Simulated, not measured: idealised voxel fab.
You're looking at the process module voxel plated lines.
For reference, the cross-section in this document is cut, with width 265 nm and square cells of 5 nm.
When this document writes out a cross-section, it uses a grid of square cells and lists it as bands, beginning at the top and moving down, with a band standing for one or more rows of cells.
For a band, the entry starts with two heights in nm, that of the top and then that of the bottom, and carries on with the band's materials in order from left to right, each alongside its width in nm; the word "full width" beside a single material means it fills the band edge to edge, and "air" means empty space.
The level at which height equals 0 is the one under which the wafer, as it arrives, is entirely one material. No lower edge exists for the bottom band, which continues downward and is notated as in "from 0 down".
Width spec "30..40" -> top row of cells at first value, bottom row at second value, equal per-row change in between.
When a step is marked "nothing was modified", none of the cells in the cross-section changed during that step.
Each empty space that has no open way to the top and spans at least 8 cells appears under "Fully enclosed voids" as width x height at distance, the distance counted from the left edge, all in nm.
What comes after the settings on a step's line is commentary from the simulator itself on that step.
overlay nm, on a step with a mask: how far to the right of its planned place the mask lay; to the left if negative

**The process steps that were planned are listed below**
1: RECEIVE: material Si
2: CONFORMAL_DEP: material SiO2, thk nm 5
3: DIRECTIONAL_DEP: material TiN, thk nm 5
4: PATTERN: tone open, mask id LINES, material resist, width nm 15, pitch nm 40, thk nm 25, overlay nm 0
5: EPI: material Ru, thk nm 5
6: EPI: material Ru, thk nm 5
7: STRIP: etch materials resist
8: DIRECTIONAL_ETCH: etch materials TiN, depth nm 5
9: CONFORMAL_DEP: material SiCN, thk nm 10

**Of two wafers, the first: run according to plan**

**Delivered wafer in cross-section: state after step 1**
- from 0 down = Si full width
- Fully enclosed voids: none

**After step 2, in cross-section**
- from 5 to 0 = SiO2 full width
- At heights below 0, the structure remains unaltered.

**After step 3, in cross-section**
- from 10 to 5 = TiN full width
- At heights below 5, the structure remains unaltered.

**After step 4, in cross-section**
- from 35 to 10 = resist (105), air (15), resist (25), air (15), resist (105)
- At heights below 10, the structure remains unaltered.

**After step 5, in cross-section**
- from 35 to 15 = resist (105), air (15), resist (25), air (15), resist (105)
- from 15 to 10 = resist (105), Ru (15), resist (25), Ru (15), resist (105)
- At heights below 10, the structure remains unaltered.

**After step 6, in cross-section**
- from 35 to 20 = resist (105), air (15), resist (25), air (15), resist (105)
- from 20 to 10 = resist (105), Ru (15), resist (25), Ru (15), resist (105)
- At heights below 10, the structure remains unaltered.

**After step 7, in cross-section**
- from 20 to 10 = air (105), Ru (15), air (25), Ru (15), air (105)
- At heights below 10, the structure remains unaltered.

**After step 8, in cross-section**
- from 20 to 10 = air (105), Ru (15), air (25), Ru (15), air (105)
- from 10 to 5 = air (105), TiN (15), air (25), TiN (15), air (105)
- At heights below 5, the structure remains unaltered.

**After step 9, in cross-section**
- from 30 to 20 = air (95), SiCN (35), air (5), SiCN (35), air (95)
- from 20 to 15 = air (95), SiCN (10), Ru (15), SiCN (10), air (5), SiCN (10), Ru (15), SiCN (10), air (95)
- from 15 to 10 = SiCN (105), Ru (15), SiCN (25), Ru (15), SiCN (105)
- from 10 to 5 = SiCN (105), TiN (15), SiCN (25), TiN (15), SiCN (105)
- At heights below 5, the structure remains unaltered.

**The second wafer: identical to the first at the outset and in its planned sequence, differing only in that one mistake was made during processing; up to and including step 5, its path is the first wafer's path**

**Cross-sectional representation of the second wafer at the time designated in the plan for the completion of step 6**
- from 15 to 10 = air (105), Ru (15), air (25), Ru (15), air (105)
- At heights below 10, the structure remains unaltered.

**Cross-sectional representation of the second wafer at the time designated in the plan for the completion of step 7**
- from 20 to 15 = air (100), Ru (25), air (15), Ru (25), air (100)
- from 15 to 10 = Ru full width
- At heights below 10, the structure remains unaltered.

Cross-sectional representation of the second wafer at the time designated in the plan for the completion of step 8: nothing was modified

**Cross-sectional representation of the second wafer at the time designated in the plan for the completion of step 9**
- from 30 to 25 = air (90), SiCN (85), air (90)
- from 25 to 20 = SiCN full width
- from 20 to 15 = SiCN (100), Ru (25), SiCN (15), Ru (25), SiCN (100)
- At heights below 15, the structure remains unaltered.
Which mistake was made when the wafer was run? deviation from plan: step 7 and step 6 executed in one another's positions
At the finish, the second wafer shows more or fewer cells for some materials than the first does: +51 Ru, -17 SiCN, +47 TiN
